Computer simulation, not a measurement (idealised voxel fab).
The following is a process module called voxel gate over fins.
290 nm wide, 5 nm square cells: that's cross-section cut.
Notation: cross-section as square-cell grid; stated in bands, top first, going down; one or more cell rows per band. What a band's entry tells you: where the top is and where the bottom is, as heights in nm, and after that what lies inside, material by material from left to right, each with its width in nm. Empty space is written as the word "empty", and a single material marked with the word "throughout" occupies the band from edge to edge. Beneath 0, the wafer as received is one material, and that level is where height counting begins. The lowest band goes on downward without a bottom; it is written like "0 and below". Note: "30..40" means the width goes from the first number (top row of the band) to the second number (bottom row) in equal steps per row of cells. Where a step carries "no modifications", the cross-section came out of it unchanged, cell for cell. "Non-vented voids" enumerates empty spaces isolated from the top, with no open way to it, that contain at least 8 cells, giving each as width x height at distance from the left edge, all three in nm. What comes after the settings on a step's line is commentary from the simulator itself on that step. overlay nm: how far to the right of its planned place the mask lay on this masked step (negative: to the left). Below you will find pairs of cross-sections. In each, one shows the wafer before one process step and the other after it, with the after view ending at the lowest band that changed. Under each pair is the step separating them, along with its settings. Do not assume the pairs form a chain: they can come from different runs of this module on the same starting wafer, and a pair continues from the pair above it only when its "Structure before processing" entry says so.

-- Structure before processing
- 0 and below | Si throughout
- Non-vented voids: none

-- Structure After Step
- 10 down to 0 | SiN throughout
- Lower than 0, everything is as it was.
- Non-vented voids: none
Between the two cross-sections shown above lies CONFORMAL_DEP, material SiN, thk nm 10

Structure before processing: For the state before this step, see the after cross-section of the pair located directly above.

-- Structure After Step
- 10 down to 0 | empty 115 nm / SiN 15 nm / empty 25 nm / SiN 15 nm / empty 120 nm
- Lower than 0, everything is as it was.
- Non-vented voids: none
Between the two cross-sections shown above lies MASKED_ETCH, tone cover, mask id FINS, width nm 15, pitch nm 40, etch materials SiN, depth nm 10, overlay nm 0

Structure before processing: For the state before this step, see the after cross-section of the pair located directly above.

-- Structure After Step
- 10 down to 0 | empty 115 nm / SiN 15 nm / empty 25 nm / SiN 15 nm / empty 120 nm
- 0 down to -30 | empty 115 nm / Si 15 nm / empty 25 nm / Si 15 nm / empty 120 nm
- Lower than -30, everything is as it was.
- Non-vented voids: none
Between the two cross-sections shown above lies MASKED_ETCH, tone cover, mask id FINS, width nm 15, pitch nm 40, etch materials Si, depth nm 30, overlay nm 0

Structure before processing: For the state before this step, see the after cross-section of the pair located directly above.

-- Structure After Step
- 15 down to 10 | SiO2 throughout
- 10 down to 0 | SiO2 115 nm / SiN 15 nm / SiO2 25 nm / SiN 15 nm / SiO2 120 nm
- 0 down to -30 | SiO2 115 nm / Si 15 nm / SiO2 25 nm / Si 15 nm / SiO2 120 nm
- Lower than -30, everything is as it was.
- Non-vented voids: none
Between the two cross-sections shown above lies FILL_DEP, material SiO2, thk nm 5

Structure before processing: For the state before this step, see the after cross-section of the pair located directly above.

-- Structure After Step
- 10 down to 0 | SiO2 115 nm / SiN 15 nm / SiO2 25 nm / SiN 15 nm / SiO2 120 nm
- Lower than 0, everything is as it was.
- Non-vented voids: none
Between the two cross-sections shown above lies CMP, height nm 10

Structure before processing: For the state before this step, see the after cross-section of the pair located directly above.

-- Structure After Step
- 10 down to 0 | empty 115 nm / SiN 15 nm / empty 25 nm / SiN 15 nm / empty 120 nm
- 0 down to -15 | empty 115 nm / Si 15 nm / empty 25 nm / Si 15 nm / empty 120 nm
- Lower than -15, everything is as it was.
- Non-vented voids: none
Between the two cross-sections shown above lies SELECTIVE_ETCH, etch materials SiO2, depth nm 25

Structure before processing: For the state before this step, see the after cross-section of the pair located directly above.

-- Structure After Step
- 0 down to -15 | empty 115 nm / Si 15 nm / empty 25 nm / Si 15 nm / empty 120 nm
- Lower than -15, everything is as it was.
- Non-vented voids: none
Between the two cross-sections shown above lies STRIP, etch materials SiN

Structure before processing: For the state before this step, see the after cross-section of the pair located directly above.

-- Structure After Step
- 5 down to 0 | empty 110 nm / HfO2 25 nm / empty 15 nm / HfO2 25 nm / empty 115 nm
- 0 down to -10 | empty 110 nm / HfO2 5 nm / Si 15 nm / HfO2 5 nm / empty 15 nm / HfO2 5 nm / Si 15 nm / HfO2 5 nm / empty 115 nm
- -10 down to -15 | HfO2 115 nm / Si 15 nm / HfO2 25 nm / Si 15 nm / HfO2 120 nm
- Lower than -15, everything is as it was.
- Non-vented voids: none
Between the two cross-sections shown above lies CONFORMAL_DEP, material HfO2, thk nm 5

Structure before processing: For the state before this step, see the after cross-section of the pair located directly above.

-- Structure After Step
- 10 down to 5 | empty 105 nm / TiN 35 nm / empty 5 nm / TiN 35 nm / empty 110 nm
- 5 down to 0 | empty 105 nm / TiN 5 nm / HfO2 25 nm / TiN 5 nm / empty 5 nm / TiN 5 nm / HfO2 25 nm / TiN 5 nm / empty 110 nm
- 0 down to -5 | empty 105 nm / TiN 5 nm / HfO2 5 nm / Si 15 nm / HfO2 5 nm / TiN 5 nm / empty 5 nm / TiN 5 nm / HfO2 5 nm / Si 15 nm / HfO2 5 nm / TiN 5 nm / empty 110 nm
- -5 down to -10 | TiN 110 nm / HfO2 5 nm / Si 15 nm / HfO2 5 nm / TiN 15 nm / HfO2 5 nm / Si 15 nm / HfO2 5 nm / TiN 115 nm
- Lower than -10, everything is as it was.
- Non-vented voids: none
Between the two cross-sections shown above lies CONFORMAL_DEP, material TiN, thk nm 5

Structure before processing: For the state before this step, see the after cross-section of the pair located directly above.

-- Structure After Step
- 15 down to 10 | empty 100 nm / TiAl 85 nm / empty 105 nm
- 10 down to 5 | empty 100 nm / TiAl 5 nm / TiN 35 nm / TiAl 5 nm / TiN 35 nm / TiAl 5 nm / empty 105 nm
- 5 down to 0 | empty 100 nm / TiAl 5 nm / TiN 5 nm / HfO2 25 nm / TiN 5 nm / TiAl 5 nm / TiN 5 nm / HfO2 25 nm / TiN 5 nm / TiAl 5 nm / empty 105 nm
- 0 down to -5 | TiAl 105 nm / TiN 5 nm / HfO2 5 nm / Si 15 nm / HfO2 5 nm / TiN 5 nm / TiAl 5 nm / TiN 5 nm / HfO2 5 nm / Si 15 nm / HfO2 5 nm / TiN 5 nm / TiAl 110 nm
- Lower than -5, everything is as it was.
- Non-vented voids: none
Between the two cross-sections shown above lies CONFORMAL_DEP, material TiAl, thk nm 5

Structure before processing: For the state before this step, see the after cross-section of the pair located directly above.

-- Structure After Step
- 20 down to 15 | empty 95 nm / TiN 95 nm / empty 100 nm
- 15 down to 10 | empty 95 nm / TiN 5 nm / TiAl 85 nm / TiN 5 nm / empty 100 nm
- 10 down to 5 | empty 95 nm / TiN 5 nm / TiAl 5 nm / TiN 35 nm / TiAl 5 nm / TiN 35 nm / TiAl 5 nm / TiN 5 nm / empty 100 nm
- 5 down to 0 | TiN 100 nm / TiAl 5 nm / TiN 5 nm / HfO2 25 nm / TiN 5 nm / TiAl 5 nm / TiN 5 nm / HfO2 25 nm / TiN 5 nm / TiAl 5 nm / TiN 105 nm
- Lower than 0, everything is as it was.
- Non-vented voids: none
Between the two cross-sections shown above lies CONFORMAL_DEP, material TiN, thk nm 5

Structure before processing: For the state before this step, see the after cross-section of the pair located directly above.

-- Structure After Step
- 30 down to 20 | W throughout
- 20 down to 15 | W 95 nm / TiN 95 nm / W 100 nm
- 15 down to 10 | W 95 nm / TiN 5 nm / TiAl 85 nm / TiN 5 nm / W 100 nm
- 10 down to 5 | W 95 nm / TiN 5 nm / TiAl 5 nm / TiN 35 nm / TiAl 5 nm / TiN 35 nm / TiAl 5 nm / TiN 5 nm / W 100 nm
- Lower than 5, everything is as it was.
- Non-vented voids: none
Between the two cross-sections shown above lies FILL_DEP, material W, thk nm 10

Structure before processing: For the state before this step, see the after cross-section of the pair located directly above.

-- Structure After Step
- 25 down to 20 | W throughout
- Lower than 20, everything is as it was.
- Non-vented voids: none
Between the two cross-sections shown above lies CMP, height nm 25

Structure before processing: For the state before this step, see the after cross-section of the pair located directly above.

-- Structure After Step
- 35 down to 25 | SiCN throughout
- Lower than 25, everything is as it was.
- Non-vented voids: none
Between the two cross-sections shown above lies CONFORMAL_DEP, material SiCN, thk nm 10

-- Structure before processing
- 5 down to 0 | empty 110 nm / HfO2 25 nm / empty 15 nm / HfO2 25 nm / empty 115 nm
- 0 down to -10 | empty 110 nm / HfO2 5 nm / Si 15 nm / HfO2 5 nm / empty 15 nm / HfO2 5 nm / Si 15 nm / HfO2 5 nm / empty 115 nm
- -10 down to -15 | HfO2 115 nm / Si 15 nm / HfO2 25 nm / Si 15 nm / HfO2 120 nm
- -15 down to -30 | SiO2 115 nm / Si 15 nm / SiO2 25 nm / Si 15 nm / SiO2 120 nm
- -30 and below | Si throughout
- Non-vented voids: none

-- Structure After Step
- 10 down to 5 | empty 105 nm / TiAl 35 nm / empty 5 nm / TiAl 35 nm / empty 110 nm
- 5 down to 0 | empty 105 nm / TiAl 5 nm / HfO2 25 nm / TiAl 5 nm / empty 5 nm / TiAl 5 nm / HfO2 25 nm / TiAl 5 nm / empty 110 nm
- 0 down to -5 | empty 105 nm / TiAl 5 nm / HfO2 5 nm / Si 15 nm / HfO2 5 nm / TiAl 5 nm / empty 5 nm / TiAl 5 nm / HfO2 5 nm / Si 15 nm / HfO2 5 nm / TiAl 5 nm / empty 110 nm
- -5 down to -10 | TiAl 110 nm / HfO2 5 nm / Si 15 nm / HfO2 5 nm / TiAl 15 nm / HfO2 5 nm / Si 15 nm / HfO2 5 nm / TiAl 115 nm
- Lower than -10, everything is as it was.
- Non-vented voids: none
Between the two cross-sections shown above lies CONFORMAL_DEP, material TiAl, thk nm 5

Structure before processing: For the state before this step, see the after cross-section of the pair located directly above.

-- Structure After Step
- 15 down to 10 | empty 100 nm / TiN 85 nm / empty 105 nm
- 10 down to 5 | empty 100 nm / TiN 5 nm / TiAl 35 nm / TiN 5 nm / TiAl 35 nm / TiN 5 nm / empty 105 nm
- 5 down to 0 | empty 100 nm / TiN 5 nm / TiAl 5 nm / HfO2 25 nm / TiAl 5 nm / TiN 5 nm / TiAl 5 nm / HfO2 25 nm / TiAl 5 nm / TiN 5 nm / empty 105 nm
- 0 down to -5 | TiN 105 nm / TiAl 5 nm / HfO2 5 nm / Si 15 nm / HfO2 5 nm / TiAl 5 nm / TiN 5 nm / TiAl 5 nm / HfO2 5 nm / Si 15 nm / HfO2 5 nm / TiAl 5 nm / TiN 110 nm
- Lower than -5, everything is as it was.
- Non-vented voids: none
Between the two cross-sections shown above lies CONFORMAL_DEP, material TiN, thk nm 5

Structure before processing: For the state before this step, see the after cross-section of the pair located directly above.

-- Structure After Step
- 25 down to 15 | W throughout
- 15 down to 10 | W 100 nm / TiN 85 nm / W 105 nm
- 10 down to 5 | W 100 nm / TiN 5 nm / TiAl 35 nm / TiN 5 nm / TiAl 35 nm / TiN 5 nm / W 105 nm
- 5 down to 0 | W 100 nm / TiN 5 nm / TiAl 5 nm / HfO2 25 nm / TiAl 5 nm / TiN 5 nm / TiAl 5 nm / HfO2 25 nm / TiAl 5 nm / TiN 5 nm / W 105 nm
- Lower than 0, everything is as it was.
- Non-vented voids: none
Between the two cross-sections shown above lies FILL_DEP, material W, thk nm 10

Structure before processing: For the state before this step, see the after cross-section of the pair located directly above.

-- Structure After Step
- 35 down to 25 | SiCN throughout
- Lower than 25, everything is as it was.
- Non-vented voids: none
Between the two cross-sections shown above lies CONFORMAL_DEP, material SiCN, thk nm 10

-- Structure before processing
- 10 down to 0 | empty 115 nm / SiN 15 nm / empty 25 nm / SiN 15 nm / empty 120 nm
- 0 down to -30 | empty 115 nm / Si 15 nm / empty 25 nm / Si 15 nm / empty 120 nm
- -30 and below | Si throughout
- Non-vented voids: none

-- Structure After Step
- 10 down to 0 | empty 115 nm / SiN 15 nm / empty 25 nm / SiN 15 nm / empty 120 nm
- 0 down to -60 | empty 115 nm / Si 15 nm / empty 25 nm / Si 15 nm / empty 120 nm
- Lower than -60, everything is as it was.
- Non-vented voids: none
Between the two cross-sections shown above lies MASKED_ETCH, tone cover, mask id FINS, width nm 15, pitch nm 40, etch materials Si, depth nm 30, overlay nm 0

Structure before processing: For the state before this step, see the after cross-section of the pair located directly above.

-- Structure After Step
- 15 down to 10 | SiO2 throughout
- 10 down to 0 | SiO2 115 nm / SiN 15 nm / SiO2 25 nm / SiN 15 nm / SiO2 120 nm
- 0 down to -60 | SiO2 115 nm / Si 15 nm / SiO2 25 nm / Si 15 nm / SiO2 120 nm
- Lower than -60, everything is as it was.
- Non-vented voids: none
Between the two cross-sections shown above lies FILL_DEP, material SiO2, thk nm 5

Structure before processing: For the state before this step, see the after cross-section of the pair located directly above.

-- Structure After Step
- 10 down to 0 | SiO2 115 nm / SiN 15 nm / SiO2 25 nm / SiN 15 nm / SiO2 120 nm
- Lower than 0, everything is as it was.
- Non-vented voids: none
Between the two cross-sections shown above lies CMP, height nm 10

Structure before processing: For the state before this step, see the after cross-section of the pair located directly above.

-- Structure After Step
- 10 down to 0 | empty 115 nm / SiN 15 nm / empty 25 nm / SiN 15 nm / empty 120 nm
- 0 down to -15 | empty 115 nm / Si 15 nm / empty 25 nm / Si 15 nm / empty 120 nm
- Lower than -15, everything is as it was.
- Non-vented voids: none
Between the two cross-sections shown above lies SELECTIVE_ETCH, etch materials SiO2, depth nm 25

Structure before processing: For the state before this step, see the after cross-section of the pair located directly above.

-- Structure After Step
- 0 down to -15 | empty 115 nm / Si 15 nm / empty 25 nm / Si 15 nm / empty 120 nm
- Lower than -15, everything is as it was.
- Non-vented voids: none
Between the two cross-sections shown above lies STRIP, etch materials SiN

Structure before processing: For the state before this step, see the after cross-section of the pair located directly above.

-- Structure After Step
- 5 down to 0 | empty 110 nm / HfO2 25 nm / empty 15 nm / HfO2 25 nm / empty 115 nm
- 0 down to -10 | empty 110 nm / HfO2 5 nm / Si 15 nm / HfO2 5 nm / empty 15 nm / HfO2 5 nm / Si 15 nm / HfO2 5 nm / empty 115 nm
- -10 down to -15 | HfO2 115 nm / Si 15 nm / HfO2 25 nm / Si 15 nm / HfO2 120 nm
- Lower than -15, everything is as it was.
- Non-vented voids: none
Between the two cross-sections shown above lies CONFORMAL_DEP, material HfO2, thk nm 5

Structure before processing: For the state before this step, see the after cross-section of the pair located directly above.

-- Structure After Step
- 10 down to 5 | empty 105 nm / TiN 35 nm / empty 5 nm / TiN 35 nm / empty 110 nm
- 5 down to 0 | empty 105 nm / TiN 5 nm / HfO2 25 nm / TiN 5 nm / empty 5 nm / TiN 5 nm / HfO2 25 nm / TiN 5 nm / empty 110 nm
- 0 down to -5 | empty 105 nm / TiN 5 nm / HfO2 5 nm / Si 15 nm / HfO2 5 nm / TiN 5 nm / empty 5 nm / TiN 5 nm / HfO2 5 nm / Si 15 nm / HfO2 5 nm / TiN 5 nm / empty 110 nm
- -5 down to -10 | TiN 110 nm / HfO2 5 nm / Si 15 nm / HfO2 5 nm / TiN 15 nm / HfO2 5 nm / Si 15 nm / HfO2 5 nm / TiN 115 nm
- Lower than -10, everything is as it was.
- Non-vented voids: none
Between the two cross-sections shown above lies CONFORMAL_DEP, material TiN, thk nm 5

Structure before processing: For the state before this step, see the after cross-section of the pair located directly above.

-- Structure After Step
- 15 down to 10 | empty 100 nm / TiAl 85 nm / empty 105 nm
- 10 down to 5 | empty 100 nm / TiAl 5 nm / TiN 35 nm / TiAl 5 nm / TiN 35 nm / TiAl 5 nm / empty 105 nm
- 5 down to 0 | empty 100 nm / TiAl 5 nm / TiN 5 nm / HfO2 25 nm / TiN 5 nm / TiAl 5 nm / TiN 5 nm / HfO2 25 nm / TiN 5 nm / TiAl 5 nm / empty 105 nm
- 0 down to -5 | TiAl 105 nm / TiN 5 nm / HfO2 5 nm / Si 15 nm / HfO2 5 nm / TiN 5 nm / TiAl 5 nm / TiN 5 nm / HfO2 5 nm / Si 15 nm / HfO2 5 nm / TiN 5 nm / TiAl 110 nm
- Lower than -5, everything is as it was.
- Non-vented voids: none
Between the two cross-sections shown above lies CONFORMAL_DEP, material TiAl, thk nm 5

Structure before processing: For the state before this step, see the after cross-section of the pair located directly above.

-- Structure After Step
- 20 down to 15 | empty 95 nm / TiN 95 nm / empty 100 nm
- 15 down to 10 | empty 95 nm / TiN 5 nm / TiAl 85 nm / TiN 5 nm / empty 100 nm
- 10 down to 5 | empty 95 nm / TiN 5 nm / TiAl 5 nm / TiN 35 nm / TiAl 5 nm / TiN 35 nm / TiAl 5 nm / TiN 5 nm / empty 100 nm
- 5 down to 0 | TiN 100 nm / TiAl 5 nm / TiN 5 nm / HfO2 25 nm / TiN 5 nm / TiAl 5 nm / TiN 5 nm / HfO2 25 nm / TiN 5 nm / TiAl 5 nm / TiN 105 nm
- Lower than 0, everything is as it was.
- Non-vented voids: none
Between the two cross-sections shown above lies CONFORMAL_DEP, material TiN, thk nm 5

Structure before processing: For the state before this step, see the after cross-section of the pair located directly above.

-- Structure After Step
- 30 down to 20 | W throughout
- 20 down to 15 | W 95 nm / TiN 95 nm / W 100 nm
- 15 down to 10 | W 95 nm / TiN 5 nm / TiAl 85 nm / TiN 5 nm / W 100 nm
- 10 down to 5 | W 95 nm / TiN 5 nm / TiAl 5 nm / TiN 35 nm / TiAl 5 nm / TiN 35 nm / TiAl 5 nm / TiN 5 nm / W 100 nm
- Lower than 5, everything is as it was.
- Non-vented voids: none
Between the two cross-sections shown above lies FILL_DEP, material W, thk nm 10

Structure before processing: For the state before this step, see the after cross-section of the pair located directly above.

-- Structure After Step
- 25 down to 20 | W throughout
- Lower than 20, everything is as it was.
- Non-vented voids: none
Between the two cross-sections shown above lies CMP, height nm 25

Structure before processing: For the state before this step, see the after cross-section of the pair located directly above.

-- Structure After Step
- 35 down to 25 | SiCN throughout
- Lower than 25, everything is as it was.
- Non-vented voids: none
Between the two cross-sections shown above lies CONFORMAL_DEP, material SiCN, thk nm 10

-- Structure before processing
- 0 down to -15 | empty 115 nm / Si 15 nm / empty 25 nm / Si 15 nm / empty 120 nm
- -15 down to -30 | SiO2 115 nm / Si 15 nm / SiO2 25 nm / Si 15 nm / SiO2 120 nm
- -30 and below | Si throughout
- Non-vented voids: none

-- Structure After Step
- 5 down to 0 | empty 110 nm / TiN 25 nm / empty 15 nm / TiN 25 nm / empty 115 nm
- 0 down to -10 | empty 110 nm / TiN 5 nm / Si 15 nm / TiN 5 nm / empty 15 nm / TiN 5 nm / Si 15 nm / TiN 5 nm / empty 115 nm
- -10 down to -15 | TiN 115 nm / Si 15 nm / TiN 25 nm / Si 15 nm / TiN 120 nm
- Lower than -15, everything is as it was.
- Non-vented voids: none
Between the two cross-sections shown above lies CONFORMAL_DEP, material TiN, thk nm 5

Structure before processing: For the state before this step, see the after cross-section of the pair located directly above.

-- Structure After Step
- 10 down to 5 | empty 105 nm / HfO2 35 nm / empty 5 nm / HfO2 35 nm / empty 110 nm
- 5 down to 0 | empty 105 nm / HfO2 5 nm / TiN 25 nm / HfO2 5 nm / empty 5 nm / HfO2 5 nm / TiN 25 nm / HfO2 5 nm / empty 110 nm
- 0 down to -5 | empty 105 nm / HfO2 5 nm / TiN 5 nm / Si 15 nm / TiN 5 nm / HfO2 5 nm / empty 5 nm / HfO2 5 nm / TiN 5 nm / Si 15 nm / TiN 5 nm / HfO2 5 nm / empty 110 nm
- -5 down to -10 | HfO2 110 nm / TiN 5 nm / Si 15 nm / TiN 5 nm / HfO2 15 nm / TiN 5 nm / Si 15 nm / TiN 5 nm / HfO2 115 nm
- Lower than -10, everything is as it was.
- Non-vented voids: none
Between the two cross-sections shown above lies CONFORMAL_DEP, material HfO2, thk nm 5

Structure before processing: For the state before this step, see the after cross-section of the pair located directly above.

-- Structure After Step
- 15 down to 10 | empty 100 nm / TiAl 85 nm / empty 105 nm
- 10 down to 5 | empty 100 nm / TiAl 5 nm / HfO2 35 nm / TiAl 5 nm / HfO2 35 nm / TiAl 5 nm / empty 105 nm
- 5 down to 0 | empty 100 nm / TiAl 5 nm / HfO2 5 nm / TiN 25 nm / HfO2 5 nm / TiAl 5 nm / HfO2 5 nm / TiN 25 nm / HfO2 5 nm / TiAl 5 nm / empty 105 nm
- 0 down to -5 | TiAl 105 nm / HfO2 5 nm / TiN 5 nm / Si 15 nm / TiN 5 nm / HfO2 5 nm / TiAl 5 nm / HfO2 5 nm / TiN 5 nm / Si 15 nm / TiN 5 nm / HfO2 5 nm / TiAl 110 nm
- Lower than -5, everything is as it was.
- Non-vented voids: none
Between the two cross-sections shown above lies CONFORMAL_DEP, material TiAl, thk nm 5

Structure before processing: For the state before this step, see the after cross-section of the pair located directly above.

-- Structure After Step
- 20 down to 15 | empty 95 nm / TiN 95 nm / empty 100 nm
- 15 down to 10 | empty 95 nm / TiN 5 nm / TiAl 85 nm / TiN 5 nm / empty 100 nm
- 10 down to 5 | empty 95 nm / TiN 5 nm / TiAl 5 nm / HfO2 35 nm / TiAl 5 nm / HfO2 35 nm / TiAl 5 nm / TiN 5 nm / empty 100 nm
- 5 down to 0 | TiN 100 nm / TiAl 5 nm / HfO2 5 nm / TiN 25 nm / HfO2 5 nm / TiAl 5 nm / HfO2 5 nm / TiN 25 nm / HfO2 5 nm / TiAl 5 nm / TiN 105 nm
- Lower than 0, everything is as it was.
- Non-vented voids: none
Between the two cross-sections shown above lies CONFORMAL_DEP, material TiN, thk nm 5

Structure before processing: For the state before this step, see the after cross-section of the pair located directly above.

-- Structure After Step
- 30 down to 20 | W throughout
- 20 down to 15 | W 95 nm / TiN 95 nm / W 100 nm
- 15 down to 10 | W 95 nm / TiN 5 nm / TiAl 85 nm / TiN 5 nm / W 100 nm
- 10 down to 5 | W 95 nm / TiN 5 nm / TiAl 5 nm / HfO2 35 nm / TiAl 5 nm / HfO2 35 nm / TiAl 5 nm / TiN 5 nm / W 100 nm
- Lower than 5, everything is as it was.
- Non-vented voids: none
Between the two cross-sections shown above lies FILL_DEP, material W, thk nm 10

Structure before processing: For the state before this step, see the after cross-section of the pair located directly above.

-- Structure After Step
- 25 down to 20 | W throughout
- Lower than 20, everything is as it was.
- Non-vented voids: none
Between the two cross-sections shown above lies CMP, height nm 25

Structure before processing: For the state before this step, see the after cross-section of the pair located directly above.

-- Structure After Step
- 35 down to 25 | SiCN throughout
- Lower than 25, everything is as it was.
- Non-vented voids: none
Between the two cross-sections shown above lies CONFORMAL_DEP, material SiCN, thk nm 10

-- Structure before processing
- 10 down to 0 | SiO2 115 nm / SiN 15 nm / SiO2 25 nm / SiN 15 nm / SiO2 120 nm
- 0 down to -30 | SiO2 115 nm / Si 15 nm / SiO2 25 nm / Si 15 nm / SiO2 120 nm
- -30 and below | Si throughout
- Non-vented voids: none

-- Structure After Step
- 10 down to 0 | empty 115 nm / SiN 15 nm / empty 25 nm / SiN 15 nm / empty 120 nm
- 0 down to -5 | empty 115 nm / Si 15 nm / empty 25 nm / Si 15 nm / empty 120 nm
- Lower than -5, everything is as it was.
- Non-vented voids: none
Between the two cross-sections shown above lies SELECTIVE_ETCH, etch materials SiO2, depth nm 15

Structure before processing: For the state before this step, see the after cross-section of the pair located directly above.

-- Structure After Step
- 0 down to -5 | empty 115 nm / Si 15 nm / empty 25 nm / Si 15 nm / empty 120 nm
- Lower than -5, everything is as it was.
- Non-vented voids: none
Between the two cross-sections shown above lies STRIP, etch materials SiN

Structure before processing: For the state before this step, see the after cross-section of the pair located directly above.

-- Structure After Step
- 5 down to 0 | empty 110 nm / HfO2 25 nm / empty 15 nm / HfO2 25 nm / empty 115 nm
- 0 down to -5 | HfO2 115 nm / Si 15 nm / HfO2 25 nm / Si 15 nm / HfO2 120 nm
- Lower than -5, everything is as it was.
- Non-vented voids: none
Between the two cross-sections shown above lies CONFORMAL_DEP, material HfO2, thk nm 5

Structure before processing: For the state before this step, see the after cross-section of the pair located directly above.

-- Structure After Step
- 10 down to 5 | empty 105 nm / TiN 35 nm / empty 5 nm / TiN 35 nm / empty 110 nm
- 5 down to 0 | TiN 110 nm / HfO2 25 nm / TiN 15 nm / HfO2 25 nm / TiN 115 nm
- Lower than 0, everything is as it was.
- Non-vented voids: none
Between the two cross-sections shown above lies CONFORMAL_DEP, material TiN, thk nm 5

Structure before processing: For the state before this step, see the after cross-section of the pair located directly above.

-- Structure After Step
- 15 down to 10 | empty 100 nm / TiAl 85 nm / empty 105 nm
- 10 down to 5 | TiAl 105 nm / TiN 35 nm / TiAl 5 nm / TiN 35 nm / TiAl 110 nm
- Lower than 5, everything is as it was.
- Non-vented voids: none
Between the two cross-sections shown above lies CONFORMAL_DEP, material TiAl, thk nm 5

Structure before processing: For the state before this step, see the after cross-section of the pair located directly above.

-- Structure After Step
- 20 down to 15 | empty 95 nm / TiN 95 nm / empty 100 nm
- 15 down to 10 | TiN 100 nm / TiAl 85 nm / TiN 105 nm
- Lower than 10, everything is as it was.
- Non-vented voids: none
Between the two cross-sections shown above lies CONFORMAL_DEP, material TiN, thk nm 5

Structure before processing: For the state before this step, see the after cross-section of the pair located directly above.

-- Structure After Step
- 30 down to 20 | W throughout
- 20 down to 15 | W 95 nm / TiN 95 nm / W 100 nm
- Lower than 15, everything is as it was.
- Non-vented voids: none
Between the two cross-sections shown above lies FILL_DEP, material W, thk nm 10

Structure before processing: For the state before this step, see the after cross-section of the pair located directly above.

-- Structure After Step
- 25 down to 20 | W throughout
- Lower than 20, everything is as it was.
- Non-vented voids: none
Between the two cross-sections shown above lies CMP, height nm 25

Structure before processing: For the state before this step, see the after cross-section of the pair located directly above.

-- Structure After Step
- 35 down to 25 | SiCN throughout
- Lower than 25, everything is as it was.
- Non-vented voids: none
Between the two cross-sections shown above lies CONFORMAL_DEP, material SiCN, thk nm 10

-- Structure before processing
- 10 down to 0 | empty 115 nm / SiN 15 nm / empty 25 nm / SiN 15 nm / empty 120 nm
- 0 down to -15 | empty 115 nm / Si 15 nm / empty 25 nm / Si 15 nm / empty 120 nm
- -15 down to -30 | SiO2 115 nm / Si 15 nm / SiO2 25 nm / Si 15 nm / SiO2 120 nm
- -30 and below | Si throughout
- Non-vented voids: none

-- Structure After Step
- 10 down to 0 | empty 115 nm / SiN 15 nm / empty 25 nm / SiN 15 nm / empty 120 nm
- 0 down to -30 | empty 115 nm / Si 15 nm / empty 25 nm / Si 15 nm / empty 120 nm
- Lower than -30, everything is as it was.
- Non-vented voids: none
Between the two cross-sections shown above lies STRIP, etch materials SiO2

Structure before processing: For the state before this step, see the after cross-section of the pair located directly above.

-- Structure After Step
- 15 down to 10 | empty 110 nm / HfO2 25 nm / empty 15 nm / HfO2 25 nm / empty 115 nm
- 10 down to 0 | empty 110 nm / HfO2 5 nm / SiN 15 nm / HfO2 5 nm / empty 15 nm / HfO2 5 nm / SiN 15 nm / HfO2 5 nm / empty 115 nm
- 0 down to -25 | empty 110 nm / HfO2 5 nm / Si 15 nm / HfO2 5 nm / empty 15 nm / HfO2 5 nm / Si 15 nm / HfO2 5 nm / empty 115 nm
- -25 down to -30 | HfO2 115 nm / Si 15 nm / HfO2 25 nm / Si 15 nm / HfO2 120 nm
- Lower than -30, everything is as it was.
- Non-vented voids: none
Between the two cross-sections shown above lies CONFORMAL_DEP, material HfO2, thk nm 5

Structure before processing: For the state before this step, see the after cross-section of the pair located directly above.

-- Structure After Step
- 20 down to 15 | empty 105 nm / TiN 35 nm / empty 5 nm / TiN 35 nm / empty 110 nm
- 15 down to 10 | empty 105 nm / TiN 5 nm / HfO2 25 nm / TiN 5 nm / empty 5 nm / TiN 5 nm / HfO2 25 nm / TiN 5 nm / empty 110 nm
- 10 down to 0 | empty 105 nm / TiN 5 nm / HfO2 5 nm / SiN 15 nm / HfO2 5 nm / TiN 5 nm / empty 5 nm / TiN 5 nm / HfO2 5 nm / SiN 15 nm / HfO2 5 nm / TiN 5 nm / empty 110 nm
- 0 down to -20 | empty 105 nm / TiN 5 nm / HfO2 5 nm / Si 15 nm / HfO2 5 nm / TiN 5 nm / empty 5 nm / TiN 5 nm / HfO2 5 nm / Si 15 nm / HfO2 5 nm / TiN 5 nm / empty 110 nm
- -20 down to -25 | TiN 110 nm / HfO2 5 nm / Si 15 nm / HfO2 5 nm / TiN 15 nm / HfO2 5 nm / Si 15 nm / HfO2 5 nm / TiN 115 nm
- Lower than -25, everything is as it was.
- Non-vented voids: none
Between the two cross-sections shown above lies CONFORMAL_DEP, material TiN, thk nm 5

Structure before processing: For the state before this step, see the after cross-section of the pair located directly above.

-- Structure After Step
- 25 down to 20 | empty 100 nm / TiAl 85 nm / empty 105 nm
- 20 down to 15 | empty 100 nm / TiAl 5 nm / TiN 35 nm / TiAl 5 nm / TiN 35 nm / TiAl 5 nm / empty 105 nm
- 15 down to 10 | empty 100 nm / TiAl 5 nm / TiN 5 nm / HfO2 25 nm / TiN 5 nm / TiAl 5 nm / TiN 5 nm / HfO2 25 nm / TiN 5 nm / TiAl 5 nm / empty 105 nm
- 10 down to 0 | empty 100 nm / TiAl 5 nm / TiN 5 nm / HfO2 5 nm / SiN 15 nm / HfO2 5 nm / TiN 5 nm / TiAl 5 nm / TiN 5 nm / HfO2 5 nm / SiN 15 nm / HfO2 5 nm / TiN 5 nm / TiAl 5 nm / empty 105 nm
- 0 down to -15 | empty 100 nm / TiAl 5 nm / TiN 5 nm / HfO2 5 nm / Si 15 nm / HfO2 5 nm / TiN 5 nm / TiAl 5 nm / TiN 5 nm / HfO2 5 nm / Si 15 nm / HfO2 5 nm / TiN 5 nm / TiAl 5 nm / empty 105 nm
- -15 down to -20 | TiAl 105 nm / TiN 5 nm / HfO2 5 nm / Si 15 nm / HfO2 5 nm / TiN 5 nm / TiAl 5 nm / TiN 5 nm / HfO2 5 nm / Si 15 nm / HfO2 5 nm / TiN 5 nm / TiAl 110 nm
- Lower than -20, everything is as it was.
- Non-vented voids: none
Between the two cross-sections shown above lies CONFORMAL_DEP, material TiAl, thk nm 5
